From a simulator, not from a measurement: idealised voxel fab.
Name of the process module below: voxel spacer lines
We display cut, a cross-section 275 nm in width whose square cells are each 5 nm.
For the purposes of this document, a cross-section shall be understood as a grid of square cells, specified as bands listed in top-to-bottom order, each band consisting of one or more rows of cells. The entry gives the band's vertical extent as a top height and a bottom height in nm, then its horizontal make-up as materials from left to right, each with a width in nm. "blank" stands for empty space; a single material marked "all across" fills the band edge to edge. We count height from 0. Below that, the starting wafer is all one material. The lowest band never ends at the bottom but goes on down; see "0 down" for how that is written. Top row gets the first number, bottom row gets the second, and each row in between changes by the same step: that is how a band width like "30 to 40" works. "no alterations made" (step): cross-section cells unchanged, all of them. The label "Voids, sealed" introduces a list of the empty spaces, 8 cells or larger, that have no open way up to the top; each entry in it reads width x height at distance, where the distance is taken from the left edge and all three are stated in nm. Heads up: the bit after the settings on a step's line is the simulator's remark on that step. overlay nm: right-of-plan distance of the mask on a masked step; negative values mean left-of-plan.

**Steps in the process plan**
step 1: RECEIVE,material Si
step 2: CONFORMAL_DEP,material SiO2,thk nm 5
step 3: DIRECTIONAL_DEP,material TiN,thk nm 20
step 4: DIRECTIONAL_DEP,material polySi,thk nm 30
step 5: PATTERN,tone cover,mask id MANDREL,material resist,width nm 15,pitch nm 60,thk nm 40,overlay nm 0
step 6: DIRECTIONAL_ETCH,etch materials polySi,depth nm 30
step 7: STRIP,etch materials resist
step 8: CONFORMAL_DEP,material SiN,thk nm 15
step 9: DIRECTIONAL_ETCH,etch materials SiN,depth nm 15
step 10: STRIP,etch materials polySi
step 11: DIRECTIONAL_ETCH,etch materials TiN,depth nm 20
step 12: STRIP,etch materials SiN

**Step 1 complete: cross-section of the wafer as received**
  0 down  Si all across
  Voids, sealed: none

**Module complete - cross-section of the first of two wafers, run according to plan**
  25 to 5  blank 55; TiN 15; blank 15; TiN 15; blank 15; TiN 15; blank 15; TiN 15; blank 15; TiN 15; blank 15; TiN 15; blank 55
  5 to 0  SiO2 all across
  0 down  Si all across
  Voids, sealed: none

**What the second wafer looks like in cross-section once the module is done. Its start and its plan matched the first wafer's exactly; what differed was one mistake in how it was run**
  45 to 25  blank 55; TiN 15; blank 15; TiN 15; blank 15; TiN 15; blank 15; TiN 15; blank 15; TiN 15; blank 15; TiN 15; blank 55
  25 to 5  TiN all across
  5 to 0  SiO2 all across
  0 down  Si all across
  Voids, sealed: none
What went wrong in running the wafer? step 3 was run twice
End of process, cell counts, second wafer against first, materials with more or fewer: +220 TiN
